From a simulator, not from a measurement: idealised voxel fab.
Proc. module: voxel gate over fins
Each square cell in cross-section cut measures 5 nm, and the section as a whole is 250 nm wide.
Bands, listed from the top down, are how a cross-section gets written in this document; the cross-section itself is a grid of square cells, and a band is one or more rows of them. Heads up on the band format: heights come first, top then bottom, in nm. After that it's the materials left to right, each with its width in nm. A single material flagged "full width" fills the whole band edge to edge, and "blank" means there's empty space there. Counting heights begins at 0, where everything beneath is, in the wafer as received, one material. The lowest band has no bottom; it goes on downwards, as "top 0, no bottom" shows. Per-row width for "30..40": begins at first number (top row of band), ends at second number (bottom row), increment between rows held constant. The cross-section has no changed cell in any step marked "remained unchanged". Entry "Completely sealed voids" = empty spaces >= 8 cells with no open way to the top; each as width x height at distance, distance from left edge, all nm. Step line, after settings: the simulator's comment on this step. "overlay nm" answers the question of how far to the right of plan the mask lay on a step that has a mask, and when it is negative the answer is to the left.

[Here's what the planned process steps look like]
1,RECEIVE,material Si
2,CONFORMAL_DEP,material SiN,thk nm 5
3,PATTERN,tone cover,mask id FINS,material resist,width nm 15,pitch nm 35,thk nm 20,overlay nm 0
4,DIRECTIONAL_ETCH,etch materials SiN,depth nm 5
5,DIRECTIONAL_ETCH,etch materials Si,depth nm 30
6,STRIP,etch materials resist
7,FILL_DEP,material SiO2,thk nm 10
8,CMP,height nm 5
9,SELECTIVE_ETCH,etch materials SiO2,depth nm 15
10,STRIP,etch materials SiN
11,CONFORMAL_DEP,material HfO2,thk nm 5
12,CONFORMAL_DEP,material TiN,thk nm 5
13,FILL_DEP,material W,thk nm 15
14,CMP,height nm 20
15,CONFORMAL_DEP,material SiN,thk nm 5

[First of two wafers - as planned]

[Here's what the wafer looked like in cross-section when it arrived - that's after step 1]
top 0, no bottom  Si full width
Completely sealed voids: none

[Wafer xsec, post step 2]
top 5, bottom 0  SiN full width
Everything under 0 stays put, no change at all.

[Wafer xsec, post step 3]
top 25, bottom 5  80 nm blank, then 15 nm resist, then 20 nm blank, then 15 nm resist, then 20 nm blank, then 15 nm resist, then 85 nm blank
Everything under 5 stays put, no change at all.

[Wafer xsec, post step 4]
top 25, bottom 5  80 nm blank, then 15 nm resist, then 20 nm blank, then 15 nm resist, then 20 nm blank, then 15 nm resist, then 85 nm blank
top 5, bottom 0  80 nm blank, then 15 nm SiN, then 20 nm blank, then 15 nm SiN, then 20 nm blank, then 15 nm SiN, then 85 nm blank
Everything under 0 stays put, no change at all.

[Wafer xsec, post step 5]
top 25, bottom 5  80 nm blank, then 15 nm resist, then 20 nm blank, then 15 nm resist, then 20 nm blank, then 15 nm resist, then 85 nm blank
top 5, bottom 0  80 nm blank, then 15 nm SiN, then 20 nm blank, then 15 nm SiN, then 20 nm blank, then 15 nm SiN, then 85 nm blank
top 0, bottom -30  80 nm blank, then 15 nm Si, then 20 nm blank, then 15 nm Si, then 20 nm blank, then 15 nm Si, then 85 nm blank
Everything under -30 stays put, no change at all.

[Wafer xsec, post step 6]
top 5, bottom 0  80 nm blank, then 15 nm SiN, then 20 nm blank, then 15 nm SiN, then 20 nm blank, then 15 nm SiN, then 85 nm blank
Everything under 0 stays put, no change at all.

[Wafer xsec, post step 7]
top 15, bottom 5  SiO2 full width
top 5, bottom 0  80 nm SiO2, then 15 nm SiN, then 20 nm SiO2, then 15 nm SiN, then 20 nm SiO2, then 15 nm SiN, then 85 nm SiO2
top 0, bottom -30  80 nm SiO2, then 15 nm Si, then 20 nm SiO2, then 15 nm Si, then 20 nm SiO2, then 15 nm Si, then 85 nm SiO2
Everything under -30 stays put, no change at all.

[Wafer xsec, post step 8]
top 5, bottom 0  80 nm SiO2, then 15 nm SiN, then 20 nm SiO2, then 15 nm SiN, then 20 nm SiO2, then 15 nm SiN, then 85 nm SiO2
Everything under 0 stays put, no change at all.

[Wafer xsec, post step 9]
top 5, bottom 0  80 nm blank, then 15 nm SiN, then 20 nm blank, then 15 nm SiN, then 20 nm blank, then 15 nm SiN, then 85 nm blank
top 0, bottom -10  80 nm blank, then 15 nm Si, then 20 nm blank, then 15 nm Si, then 20 nm blank, then 15 nm Si, then 85 nm blank
Everything under -10 stays put, no change at all.

[Wafer xsec, post step 10]
top 0, bottom -10  80 nm blank, then 15 nm Si, then 20 nm blank, then 15 nm Si, then 20 nm blank, then 15 nm Si, then 85 nm blank
Everything under -10 stays put, no change at all.

[Wafer xsec, post step 11]
top 5, bottom 0  75 nm blank, then 25 nm HfO2, then 10 nm blank, then 25 nm HfO2, then 10 nm blank, then 25 nm HfO2, then 80 nm blank
top 0, bottom -5  75 nm blank, then 5 nm HfO2, then 15 nm Si, then 5 nm HfO2, then 10 nm blank, then 5 nm HfO2, then 15 nm Si, then 5 nm HfO2, then 10 nm blank, then 5 nm HfO2, then 15 nm Si, then 5 nm HfO2, then 80 nm blank
top -5, bottom -10  80 nm HfO2, then 15 nm Si, then 20 nm HfO2, then 15 nm Si, then 20 nm HfO2, then 15 nm Si, then 85 nm HfO2
Everything under -10 stays put, no change at all.

[Wafer xsec, post step 12]
top 10, bottom 5  70 nm blank, then 105 nm TiN, then 75 nm blank
top 5, bottom 0  70 nm blank, then 5 nm TiN, then 25 nm HfO2, then 10 nm TiN, then 25 nm HfO2, then 10 nm TiN, then 25 nm HfO2, then 5 nm TiN, then 75 nm blank
top 0, bottom -5  75 nm TiN, then 5 nm HfO2, then 15 nm Si, then 5 nm HfO2, then 10 nm TiN, then 5 nm HfO2, then 15 nm Si, then 5 nm HfO2, then 10 nm TiN, then 5 nm HfO2, then 15 nm Si, then 5 nm HfO2, then 80 nm TiN
Everything under -5 stays put, no change at all.

[Wafer xsec, post step 13]
top 25, bottom 10  W full width
top 10, bottom 5  70 nm W, then 105 nm TiN, then 75 nm W
top 5, bottom 0  70 nm W, then 5 nm TiN, then 25 nm HfO2, then 10 nm TiN, then 25 nm HfO2, then 10 nm TiN, then 25 nm HfO2, then 5 nm TiN, then 75 nm W
Everything under 0 stays put, no change at all.

[Wafer xsec, post step 14]
top 20, bottom 10  W full width
Everything under 10 stays put, no change at all.

[Wafer xsec, post step 15]
top 25, bottom 20  SiN full width
Everything under 20 stays put, no change at all.

[Wafer two of two - same starting point, same process plan, one mistake in execution; matches wafer one up to and including step 10]

[Here is the second wafer in cross-section at the point where step 11 of the plan should have been done]
top 5, bottom 0  75 nm blank, then 25 nm SiN, then 10 nm blank, then 25 nm SiN, then 10 nm blank, then 25 nm SiN, then 80 nm blank
top 0, bottom -5  75 nm blank, then 5 nm SiN, then 15 nm Si, then 5 nm SiN, then 10 nm blank, then 5 nm SiN, then 15 nm Si, then 5 nm SiN, then 10 nm blank, then 5 nm SiN, then 15 nm Si, then 5 nm SiN, then 80 nm blank
top -5, bottom -10  80 nm SiN, then 15 nm Si, then 20 nm SiN, then 15 nm Si, then 20 nm SiN, then 15 nm Si, then 85 nm SiN
Everything under -10 stays put, no change at all.

[Here is the second wafer in cross-section at the point where step 12 of the plan should have been done]
top 10, bottom 5  70 nm blank, then 105 nm TiN, then 75 nm blank
top 5, bottom 0  70 nm blank, then 5 nm TiN, then 25 nm SiN, then 10 nm TiN, then 25 nm SiN, then 10 nm TiN, then 25 nm SiN, then 5 nm TiN, then 75 nm blank
top 0, bottom -5  75 nm TiN, then 5 nm SiN, then 15 nm Si, then 5 nm SiN, then 10 nm TiN, then 5 nm SiN, then 15 nm Si, then 5 nm SiN, then 10 nm TiN, then 5 nm SiN, then 15 nm Si, then 5 nm SiN, then 80 nm TiN
Everything under -5 stays put, no change at all.

[Here is the second wafer in cross-section at the point where step 13 of the plan should have been done]
top 25, bottom 10  W full width
top 10, bottom 5  70 nm W, then 105 nm TiN, then 75 nm W
top 5, bottom 0  70 nm W, then 5 nm TiN, then 25 nm SiN, then 10 nm TiN, then 25 nm SiN, then 10 nm TiN, then 25 nm SiN, then 5 nm TiN, then 75 nm W
Everything under 0 stays put, no change at all.

[Here is the second wafer in cross-section at the point where step 14 of the plan should have been done]
top 20, bottom 10  W full width
Everything under 10 stays put, no change at all.

[Here is the second wafer in cross-section at the point where step 15 of the plan should have been done]
top 25, bottom 20  SiN full width
Everything under 20 stays put, no change at all.
Here's what went sideways: step 11 ran differently from the plan; actual operation with settings: CONFORMAL_DEP,material SiN,thk nm 5
The second wafer ends with more or fewer cells of some materials than the first, per final count: 62 fewer of HfO2; 62 more of SiN
